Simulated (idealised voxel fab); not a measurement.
The name of this process module is voxel plated lines.
This is section cut - it's 230 nm across, gridded in 5 nm square cells.
A cross-section in this document is a grid of square cells, and it is written down as bands, the top band listed before the ones below it; a band is made up of one or more rows of cells. Per band: top height and bottom height in nm, followed by the left-to-right materials and their widths in nm; "edge to edge" marks a single material spanning edge to edge, "blank" marks empty space. Heights from 0 (as-received wafer is one material below). Bottom band endless downward, as "top 0, no bottom". It should be noted that a width expressed as "30->40" varies in equal increments from row to row of cells within the band, taking the value of the first number at the top row and that of the second number at the bottom row. The designation "remained the same", where it is given for a processing step, indicates that no cell of the cross-section was altered in the course of that step. Closed-off voids of 8+ cells (no open route to the top) go in "Unvented voids", written width x height at distance from the left edge, in nm. The remark found on a step's line after its settings is issued by the simulator itself and pertains to that step. overlay nm: mask right of planned place by this much (step with mask). Neg. = left.
Plan:
- 1: RECEIVE (material Si)
- 2: CONFORMAL_DEP (material Al2O3; thk nm 5)
- 3: DIRECTIONAL_DEP (material TiN; thk nm 5)
- 4: PATTERN (tone open; mask id LINES; material resist; width nm 20; pitch nm 50; thk nm 25; overlay nm 0)
- 5: EPI (material Ru; thk nm 5)
- 6: EPI (material Ru; thk nm 10)
- 7: STRIP (etch materials resist)
- 8: DIRECTIONAL_ETCH (etch materials TiN; depth nm 5)
- 9: CONFORMAL_DEP (material SiN; thk nm 5)
Don't read the plan's thk nm for step 2 as applying to every wafer: that's the first wafer's value, and the wafers differ in it, though they all start identical.
Cross-section of the first incoming wafer of several, state after step 1:
    top 0, no bottom | Si edge to edge
    Unvented voids: none
End of module: cross-section of the first of several wafers after step 9, the last step:
    top 30, bottom 25 | 50 blank, then 30 SiN, then 20 blank, then 30 SiN, then 20 blank, then 30 SiN, then 50 blank
    top 25, bottom 10 | 50 blank, then 5 SiN, then 20 Ru, then 5 SiN, then 20 blank, then 5 SiN, then 20 Ru, then 5 SiN, then 20 blank, then 5 SiN, then 20 Ru, then 5 SiN, then 50 blank
    top 10, bottom 5 | 55 SiN, then 20 TiN, then 30 SiN, then 20 TiN, then 30 SiN, then 20 TiN, then 55 SiN
    top 5, bottom 0 | Al2O3 edge to edge
    top 0, no bottom | Si edge to edge
    Unvented voids: none
Here's the last wafer cross-sectioned at the end of the module:
    top 45, bottom 40 | 50 blank, then 30 SiN, then 20 blank, then 30 SiN, then 20 blank, then 30 SiN, then 50 blank
    top 40, bottom 25 | 50 blank, then 5 SiN, then 20 Ru, then 5 SiN, then 20 blank, then 5 SiN, then 20 Ru, then 5 SiN, then 20 blank, then 5 SiN, then 20 Ru, then 5 SiN, then 50 blank
    top 25, bottom 20 | 55 SiN, then 20 TiN, then 30 SiN, then 20 TiN, then 30 SiN, then 20 TiN, then 55 SiN
    top 20, bottom 0 | Al2O3 edge to edge
    top 0, no bottom | Si edge to edge
    Unvented voids: none
Rows = wafers. At module end, each row lists per material the cells gained (+) or lost (-) since the wafer was received, then the closed voids:
thk nm 5; +46 Al2O3; +36 Ru; +70 SiN; +12 TiN; Unvented voids: none
thk nm 10; +92 Al2O3; +36 Ru; +70 SiN; +12 TiN; Unvented voids: none
thk nm 15; +138 Al2O3; +36 Ru; +70 SiN; +12 TiN; Unvented voids: none
thk nm 20; +184 Al2O3; +36 Ru; +70 SiN; +12 TiN; Unvented voids: none
